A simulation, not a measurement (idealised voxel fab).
Module name: voxel transistor to metal (process module)
For reference, the cross-section in this document is cut, with width 170 nm and square cells of 5 nm.
The cross-sections in this document take the form of a grid made of square cells. They are written out as bands, in order from top to bottom. Each band consists of one or more rows of cells.
Heads up on the band format: heights come first, top then bottom, in nm. After that it's the materials left to right, each with its width in nm. A single material flagged "edge to edge" fills the whole band edge to edge, and "air" means there's empty space there.
It should be noted that heights are counted from 0, beneath which the wafer as supplied is of one material throughout, and that the lowest band possesses no lower boundary but continues downward, as written in "0 nm and below".
Top row gets the first number, bottom row gets the second, and each row in between changes by the same step: that is how a band width like "30..40" works.
Step marked "nothing different"? Then no cell in the cross-section changed in it.
"Closed void register" lists enclosed empty spaces (at least 8 cells, no open path upward to the top), each as width x height at distance from the left edge, in nm.
On each step's line, the part that comes after the settings is the simulator's own comment on the step.
On any step carrying a mask, the "overlay nm" setting, if present on the step's line, tells how far right of its planned place the mask lay; negative values point to the left.

### The planned process steps are enumerated hereunder
1: RECEIVE: material Si
2: CONFORMAL_DEP: material SiO2, thk nm 5
3: CONFORMAL_DEP: material SiN, thk nm 15
4: MASKED_ETCH: tone cover, mask id ACTIVE, width nm 125, etch materials SiN, depth nm 15, overlay nm 0
5: MASKED_ETCH: tone cover, mask id ACTIVE, width nm 125, etch materials SiO2, depth nm 5, overlay nm 0
6: MASKED_ETCH: tone cover, mask id ACTIVE, width nm 125, etch materials Si, depth nm 35, overlay nm 0
7: FILL_DEP: material SiO2, thk nm 10
8: CMP: height nm 20
9: SELECTIVE_ETCH: etch materials SiO2, depth nm 10
10: STRIP: etch materials SiN
11: SELECTIVE_ETCH: etch materials SiO2, depth nm 5
12: OXIDIZE: depth nm 5
13: DIRECTIONAL_DEP: material polySi, thk nm 20
14: DIRECTIONAL_DEP: material SiCN, thk nm 10
15: PATTERN: tone cover, mask id GATE, material resist, width nm 25, thk nm 20, overlay nm 0
16: DIRECTIONAL_ETCH: etch materials SiCN, depth nm 20
17: DIRECTIONAL_ETCH: etch materials polySi, depth nm 30
18: STRIP: etch materials resist
19: CONFORMAL_DEP: material SiO2, thk nm 5
20: DIRECTIONAL_ETCH: etch materials SiO2, depth nm 5
21: CONFORMAL_DEP: material SiN, thk nm 10
22: DIRECTIONAL_ETCH: etch materials SiN, depth nm 10
23: DIRECTIONAL_ETCH: etch materials SiO2, depth nm 5
24: DIRECTIONAL_ETCH: etch materials Si, depth nm 10
25: EPI: material pSi, thk nm 15
26: FILL_DEP: material SiO2, thk nm 5
27: CMP: height nm 30
28: DIRECTIONAL_DEP: material SiO2, thk nm 10
29: MASKED_ETCH: tone open, mask id CONTACT, width nm 35, pitch nm 70, etch materials SiO2, depth nm 30, overlay nm 0
30: CONFORMAL_DEP: material TiN, thk nm 5
31: FILL_DEP: material W, thk nm 5
32: CMP: height nm 40
33: CONFORMAL_DEP: material SiCN, thk nm 5
34: DIRECTIONAL_DEP: material SiO2, thk nm 20
35: DIRECTIONAL_DEP: material aC, thk nm 10
36: PATTERN: tone open, mask id METAL_1, material resist, width nm 20, pitch nm 85, thk nm 25, overlay nm 0
37: DIRECTIONAL_ETCH: etch materials aC, depth nm 10
38: STRIP: etch materials resist
39: DIRECTIONAL_ETCH: etch materials SiO2, depth nm 20
40: DIRECTIONAL_ETCH: etch materials SiCN, depth nm 5
41: STRIP: etch materials aC
42: CONFORMAL_DEP: material TiN, thk nm 5
43: FILL_DEP: material Cu, thk nm 10
44: CMP: height nm 65
45: CONFORMAL_DEP: material SiCN, thk nm 5

### Cross-section: wafer on arrival = after step 1
    0 nm and below | Si edge to edge
    Closed void register: none

### Final cross-section, module run with one mistake (start and plan as above)
    70 nm to 65 nm | SiCN edge to edge
    65 nm to 45 nm | 30 of SiO2 / 5 of TiN / 10 of Cu / 5 of TiN / 65 of SiO2 / 5 of TiN / 10 of Cu / 5 of TiN / 35 of SiO2
    45 nm to 40 nm | 30 of SiCN / 20 of TiN / 65 of SiCN / 20 of TiN / 35 of SiCN
    40 nm to 30 nm | 30 of SiO2 / 5 of TiN / 25 of W / 5 of TiN / 35 of SiO2 / 5 of TiN / 25 of W / 5 of TiN / 35 of SiO2
    30 nm to 20 nm | 30 of SiO2 / 5 of TiN / 25 of W / 5 of TiN / 5 of SiO2 / 25 of SiCN / 5 of SiO2 / 5 of TiN / 25 of W / 5 of TiN / 35 of SiO2
    20 nm to 15 nm | 30 of SiO2 / 5 of TiN / 25 of W / 5 of TiN / 5 of SiO2 / 25 of polySi / 5 of SiO2 / 5 of TiN / 25 of W / 5 of TiN / 35 of SiO2
    15 nm to 10 nm | 30 of SiO2 / 35 of TiN / 5 of SiO2 / 25 of polySi / 5 of SiO2 / 35 of TiN / 35 of SiO2
    10 nm to 0 nm | 50 of SiO2 / 15 of pSi / 5 of SiO2 / 25 of polySi / 5 of SiO2 / 15 of pSi / 55 of SiO2
    0 nm to -5 nm | 20 of SiO2 / 45 of pSi / 35 of SiO2 / 45 of pSi / 25 of SiO2
    -5 nm to -15 nm | 20 of SiO2 / 45 of pSi / 35 of Si / 45 of pSi / 25 of SiO2
    -15 nm to -35 nm | 20 of SiO2 / 125 of Si / 25 of SiO2
    -35 nm and below | Si edge to edge
    Closed void register: none
Plan not followed: with respect to the plan, step 21 was omitted and not executed
